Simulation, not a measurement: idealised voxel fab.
process module | voxel tone inversion
cross-section cut | 190 nm wide | cells 5 nm
A cross-section is a grid of square cells, given in bands from the top down. A band is one or more rows of cells.
Each band's line starts with the height of the band's top and of its bottom, in nm. Then come its materials from left to right, each with its width in nm. One material with "throughout" fills the band from edge to edge. "air" is empty space.
Height 0 is the level under which the wafer as received is all one material. The lowest band goes on downwards, as in "0 down".
A width such as "30 to 40" changes by the same amount from each row of cells to the next, from the band's top row to its bottom row.
"no change" after a step means that no cell of the cross-section changed.
closed voids: empty space of 8 cells or more with no open way to the top, each as width x height at its distance from the left edge, in nm
after a step's settings: what the simulator itself notes on the step
overlay nm, on a step with a mask: how far to the right of its planned place the mask lay; to the left if negative
plan
1 op RECEIVE | material Si
2 op CONFORMAL_DEP | material SiN | thk nm 5
3 op DIRECTIONAL_DEP | material polySi | thk nm 15
4 op PATTERN | tone cover | mask id POSTS | material resist | width nm 15 | pitch nm 45 | thk nm 25 | overlay nm 0
5 op DIRECTIONAL_ETCH | etch materials polySi | depth nm 15
6 op STRIP | etch materials resist
7 op FILL_DEP | material SiO2 | thk nm 5
8 op CMP | height nm 20
9 op STRIP | etch materials polySi
as received, after step 1
  0 down: Si throughout
  closed voids: none
first wafer at the end, as planned
  20 to 5: SiO2 40 | air 15 | SiO2 30 | air 15 | SiO2 30 | air 15 | SiO2 45
  5 to 0: SiN throughout
  0 down: Si throughout
  closed voids: none
second wafer at the end: like start, like plan, one mistake
  20 to 5: SiO2 40 | air 20 | SiO2 25 | air 20 | SiO2 25 | air 20 | SiO2 40
  5 to 0: SiN throughout
  0 down: Si throughout
  closed voids: none
what went wrong: step 4 ran as: op PATTERN | tone cover | mask id POSTS | material resist | width nm 20 | pitch nm 45 | thk nm 25 | overlay nm 0
at the end the second wafer has, in cells: 9 fewer of SiO2
